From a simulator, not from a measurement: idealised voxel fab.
This section sets out a process module, namely voxel wiring stack.
Square cells of 5 nm make up the cross-section cut, whose width is 250 nm.
Bands, listed from the top down, are how a cross-section gets written in this document; the cross-section itself is a grid of square cells, and a band is one or more rows of them.
Read a band's entry like this: the first values are the height of its top and the height of its bottom in nm, and what follows is the sequence of materials from left to right, each with its width in nm. Note that "blank" is empty space, and that a single material marked "edge to edge" reaches across the band from edge to edge.
Beneath 0, the wafer as received is one material, and that level is where height counting begins. The lowest band goes on downward without a bottom; it is written like "z 0 and below".
The width entry "30..40" should be interpreted row by row: the top row of cells in the band takes the first number, the bottom row takes the second number, and the change between adjacent rows is uniform throughout.
Take "no modifications" at face value: in the step it is given for, the cross-section changed in none of its cells.
So "Voids lacking openings" is basically the list of trapped voids: any empty space of 8 cells or more that can't reach the top through an opening. They're written width x height at distance, the distance being from the left edge, and it's all nm.
after a step's settings: what the simulator itself notes on the step
"overlay nm", when on a step's line for a step with a mask, measures how far to the right of its planned place the mask lay; a negative measure means to the left.

List of planned process steps
step 1: RECEIVE with material Si
step 2: CONFORMAL_DEP with material SiO2, thk nm 10
step 3: CONFORMAL_DEP with material SiN, thk nm 5
step 4: DIRECTIONAL_DEP with material lowk, thk nm 20
step 5: DIRECTIONAL_DEP with material aC, thk nm 15
step 6: PATTERN with tone open, mask id METAL_1, material resist, width nm 25, pitch nm 50, thk nm 30, overlay nm 0
step 7: DIRECTIONAL_ETCH with etch materials aC, depth nm 15
step 8: STRIP with etch materials resist
step 9: DIRECTIONAL_ETCH with etch materials lowk, depth nm 20
step 10: DIRECTIONAL_ETCH with etch materials SiN, depth nm 5
step 11: STRIP with etch materials aC
step 12: CONFORMAL_DEP with material TiN, thk nm 5
step 13: FILL_DEP with material Cu, thk nm 5
step 14: CMP with height nm 35
step 15: CONFORMAL_DEP with material SiCN, thk nm 5
step 16: DIRECTIONAL_DEP with material lowk, thk nm 25
step 17: DIRECTIONAL_DEP with material aC, thk nm 15
step 18: PATTERN with tone open, mask id METAL_2_HOLES, material resist, width nm 15, pitch nm 100, thk nm 35, overlay nm 0
step 19: DIRECTIONAL_ETCH with etch materials aC, depth nm 15
step 20: STRIP with etch materials resist
step 21: DIRECTIONAL_ETCH with etch materials lowk, depth nm 25
step 22: STRIP with etch materials aC
step 23: PATTERN with tone open, mask id METAL_2, material resist, width nm 25, pitch nm 50, thk nm 15, overlay nm 0
step 24: DIRECTIONAL_ETCH with etch materials lowk, depth nm 15
step 25: DIRECTIONAL_ETCH with etch materials SiCN, depth nm 5
step 26: STRIP with etch materials resist
step 27: CONFORMAL_DEP with material TiN, thk nm 5
step 28: FILL_DEP with material Ru, thk nm 5
step 29: CMP with height nm 65
step 30: CONFORMAL_DEP with material SiCN, thk nm 5
step 31: DIRECTIONAL_DEP with material lowk, thk nm 35
step 32: DIRECTIONAL_DEP with material aC, thk nm 15
step 33: PATTERN with tone open, mask id METAL_3, material resist, width nm 25, pitch nm 50, thk nm 30, overlay nm 0
step 34: DIRECTIONAL_ETCH with etch materials aC, depth nm 15
step 35: STRIP with etch materials resist
step 36: DIRECTIONAL_ETCH with etch materials lowk, depth nm 20
step 37: STRIP with etch materials aC
step 38: MASKED_ETCH with tone open, mask id METAL_3_HOLES, width nm 15, pitch nm 100, etch materials lowk, depth nm 15, overlay nm 0
step 39: MASKED_ETCH with tone open, mask id METAL_3_HOLES, width nm 15, pitch nm 100, etch materials SiCN, depth nm 5, overlay nm 0
step 40: CONFORMAL_DEP with material TiN, thk nm 5
step 41: FILL_DEP with material Cu, thk nm 10
step 42: CMP with height nm 105
step 43: CONFORMAL_DEP with material SiCN, thk nm 5
step 44: DIRECTIONAL_DEP with material SiO2, thk nm 35
step 45: PATTERN with tone open, mask id METAL_4, material resist, width nm 25, pitch nm 50, thk nm 20, overlay nm 0
step 46: DIRECTIONAL_ETCH with etch materials SiO2, depth nm 20
step 47: STRIP with etch materials resist
step 48: MASKED_ETCH with tone open, mask id METAL_4_HOLES, width nm 15, pitch nm 50, etch materials SiO2, depth nm 15, overlay nm 0
step 49: MASKED_ETCH with tone open, mask id METAL_4_HOLES, width nm 15, pitch nm 50, etch materials SiCN, depth nm 5, overlay nm 0
step 50: CONFORMAL_DEP with material TiN, thk nm 5
step 51: FILL_DEP with material Cu, thk nm 10
step 52: CMP with height nm 145
step 53: CONFORMAL_DEP with material SiCN, thk nm 5

Wafer cross-section on receipt, i.e. after step 1
* z 0 and below | Si edge to edge
* Voids lacking openings: none

Cross-section: first of two wafers, module finished, run according to plan
* z 150 to 145 | SiCN edge to edge
* z 145 to 130 | SiO2 35, TiN 5, Cu 15, TiN 5, SiO2 25, TiN 5, Cu 15, TiN 5, SiO2 25, TiN 5, Cu 15, TiN 5, SiO2 25, TiN 5, Cu 15, TiN 5, SiO2 40
* z 130 to 125 | SiO2 35, TiN 5, Cu 5, TiN 15, SiO2 25, TiN 5, Cu 5, TiN 15, SiO2 25, TiN 5, Cu 5, TiN 15, SiO2 25, TiN 5, Cu 5, TiN 15, SiO2 40
* z 125 to 110 | SiO2 35, TiN 5, Cu 5, TiN 5, SiO2 35, TiN 5, Cu 5, TiN 5, SiO2 35, TiN 5, Cu 5, TiN 5, SiO2 35, TiN 5, Cu 5, TiN 5, SiO2 50
* z 110 to 105 | SiCN 35, TiN 15, SiCN 35, TiN 15, SiCN 35, TiN 15, SiCN 35, TiN 15, SiCN 50
* z 105 to 90 | lowk 35, TiN 5, Cu 15, TiN 5, lowk 25, TiN 5, Cu 15, TiN 5, lowk 25, TiN 5, Cu 15, TiN 5, lowk 25, TiN 5, Cu 15, TiN 5, lowk 40
* z 90 to 85 | lowk 35, TiN 5, Cu 5, TiN 15, lowk 25, TiN 25, lowk 25, TiN 5, Cu 5, TiN 15, lowk 25, TiN 25, lowk 40
* z 85 to 70 | lowk 35, TiN 5, Cu 5, TiN 5, lowk 85, TiN 5, Cu 5, TiN 5, lowk 100
* z 70 to 65 | SiCN 35, TiN 15, SiCN 85, TiN 15, SiCN 100
* z 65 to 55 | lowk 35, TiN 5, Ru 15, TiN 5, lowk 25, TiN 5, Ru 15, TiN 5, lowk 25, TiN 5, Ru 15, TiN 5, lowk 25, TiN 5, Ru 15, TiN 5, lowk 40
* z 55 to 50 | lowk 35, TiN 5, Ru 5, TiN 15, lowk 25, TiN 25, lowk 25, TiN 5, Ru 5, TiN 15, lowk 25, TiN 25, lowk 40
* z 50 to 40 | lowk 35, TiN 5, Ru 5, TiN 5, lowk 85, TiN 5, Ru 5, TiN 5, lowk 100
* z 40 to 35 | SiCN 35, TiN 15, SiCN 85, TiN 15, SiCN 100
* z 35 to 15 | lowk 35, TiN 5, Cu 15, TiN 5, lowk 25, TiN 5, Cu 15, TiN 5, lowk 25, TiN 5, Cu 15, TiN 5, lowk 25, TiN 5, Cu 15, TiN 5, lowk 40
* z 15 to 10 | SiN 35, TiN 25, SiN 25, TiN 25, SiN 25, TiN 25, SiN 25, TiN 25, SiN 40
* z 10 to 0 | SiO2 edge to edge
* z 0 and below | Si edge to edge
* Voids lacking openings: none

End of module, second wafer, cross-section. Started like the first, planned like the first, run with one mistake
* z 150 to 145 | SiCN edge to edge
* z 145 to 130 | SiO2 35, TiN 5, Cu 15, TiN 5, SiO2 25, TiN 5, Cu 15, TiN 5, SiO2 25, TiN 5, Cu 15, TiN 5, SiO2 25, TiN 5, Cu 15, TiN 5, SiO2 40
* z 130 to 125 | SiO2 35, TiN 5, Cu 5, TiN 15, SiO2 25, TiN 5, Cu 5, TiN 15, SiO2 25, TiN 5, Cu 5, TiN 15, SiO2 25, TiN 5, Cu 5, TiN 15, SiO2 40
* z 125 to 110 | SiO2 35, TiN 5, Cu 5, TiN 5, SiO2 35, TiN 5, Cu 5, TiN 5, SiO2 35, TiN 5, Cu 5, TiN 5, SiO2 35, TiN 5, Cu 5, TiN 5, SiO2 50
* z 110 to 105 | SiCN 35, TiN 15, SiCN 35, TiN 15, SiCN 35, TiN 15, SiCN 35, TiN 15, SiCN 50
* z 105 to 100 | SiCN 35, TiN 15, SiCN 85, TiN 15, SiCN 100
* z 100 to 65 | lowk edge to edge
* z 65 to 55 | lowk 35, TiN 5, Ru 15, TiN 5, lowk 25, TiN 5, Ru 15, TiN 5, lowk 25, TiN 5, Ru 15, TiN 5, lowk 25, TiN 5, Ru 15, TiN 5, lowk 40
* z 55 to 50 | lowk 35, TiN 5, Ru 5, TiN 15, lowk 25, TiN 25, lowk 25, TiN 5, Ru 5, TiN 15, lowk 25, TiN 25, lowk 40
* z 50 to 40 | lowk 35, TiN 5, Ru 5, TiN 5, lowk 85, TiN 5, Ru 5, TiN 5, lowk 100
* z 40 to 35 | SiCN 35, TiN 15, SiCN 85, TiN 15, SiCN 100
* z 35 to 15 | lowk 35, TiN 5, Cu 15, TiN 5, lowk 25, TiN 5, Cu 15, TiN 5, lowk 25, TiN 5, Cu 15, TiN 5, lowk 25, TiN 5, Cu 15, TiN 5, lowk 40
* z 15 to 10 | SiN 35, TiN 25, SiN 25, TiN 25, SiN 25, TiN 25, SiN 25, TiN 25, SiN 40
* z 10 to 0 | SiO2 edge to edge
* z 0 and below | Si edge to edge
* Voids lacking openings: none
What broke from the plan during processing? a sequencing error occurred in which plan steps 30 and 31 were transposed
Cell-count delta at end, second wafer over first, by material: -44 Cu, -54 TiN, +98 lowk
